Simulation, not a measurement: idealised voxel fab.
process module | voxel self aligned contacts
The figure presents cross-section cut, which has a width of 200 nm and is divided into square cells with an edge length of 5 nm.
The cross-sections in this document take the form of a grid made of square cells. They are written out as bands, in order from top to bottom. Each band consists of one or more rows of cells.
Band: top and bottom heights (nm) first, top before bottom; then materials from left to right, widths in nm. "full width" marks a sole material filling the band edge to edge. "empty" denotes empty space.
Basically, 0 is our baseline, since under it the wafer straight out of the box is all one material. The bottom band has no lower end and keeps on going down, so it looks like "top 0, no bottom".
The notation "30->40" denotes a width that varies across the rows of cells in the band, beginning at the first number in the top row, finishing at the second number in the bottom row, and changing by an identical amount from each row to the next.
Basically "left unchanged" means that step didn't change any cell in the cross-section.
The label "Closed void catalog" introduces a list of the empty spaces, 8 cells or larger, that have no open way up to the top; each entry in it reads width x height at distance, where the distance is taken from the left edge and all three are stated in nm.
Where a step's line continues beyond its settings, the continuation is a remark by the simulator itself on that step.
What "overlay nm" on a step's line means: if the step has a mask, that mask lay this far to the right of its planned place, or, when the value is negative, to the left.
-- plan
1 RECEIVE, material Si
2 CONFORMAL_DEP, material SiO2, thk nm 5
3 DIRECTIONAL_DEP, material polySi, thk nm 20
4 DIRECTIONAL_DEP, material SiN, thk nm 20
5 PATTERN, tone cover, mask id GATE, material resist, width nm 35, pitch nm 70, thk nm 20, overlay nm 0
6 DIRECTIONAL_ETCH, etch materials SiN, depth nm 20
7 DIRECTIONAL_ETCH, etch materials polySi, depth nm 20
8 STRIP, etch materials resist
9 CONFORMAL_DEP, material SiN, thk nm 5
10 DIRECTIONAL_ETCH, etch materials SiN, depth nm 5
11 FILL_DEP, material SiO2, thk nm 20
12 CMP, height nm 55
13 MASKED_ETCH, tone open, mask id CONTACT, width nm 45, etch materials SiO2, depth nm 55, overlay nm 0
14 CONFORMAL_DEP, material TiN, thk nm 5
15 FILL_DEP, material Ru, thk nm 5
16 CMP, height nm 55
17 CONFORMAL_DEP, material SiN, thk nm 5
Every wafer here starts from the same state; it is the step 13 width nm that distinguishes them, and the value the plan gives belongs to the first wafer.
-- First wafer of several, as received: cross-section after step 1
> top 0, no bottom: Si full width
> Closed void catalog: none
-- So in this table every wafer gets its own row, and what you see is where it stands at the end of the module: for each material, how many cells it picked up (+) or gave up (-) since we received it, and after that its closed voids
width nm 45; +34 Ru; +128 SiN; +233 SiO2; +29 TiN; +56 polySi; Closed void catalog: none
width nm 50; +35 Ru; +128 SiN; +231 SiO2; +30 TiN; +56 polySi; Closed void catalog: none
width nm 55; +36 Ru; +128 SiN; +229 SiO2; +31 TiN; +56 polySi; Closed void catalog: none
width nm 60; +37 Ru; +128 SiN; +227 SiO2; +32 TiN; +56 polySi; Closed void catalog: none
width nm 65; +38 Ru; +128 SiN; +225 SiO2; +33 TiN; +56 polySi; Closed void catalog: none
width nm 70; +39 Ru; +128 SiN; +223 SiO2; +34 TiN; +56 polySi; Closed void catalog: none
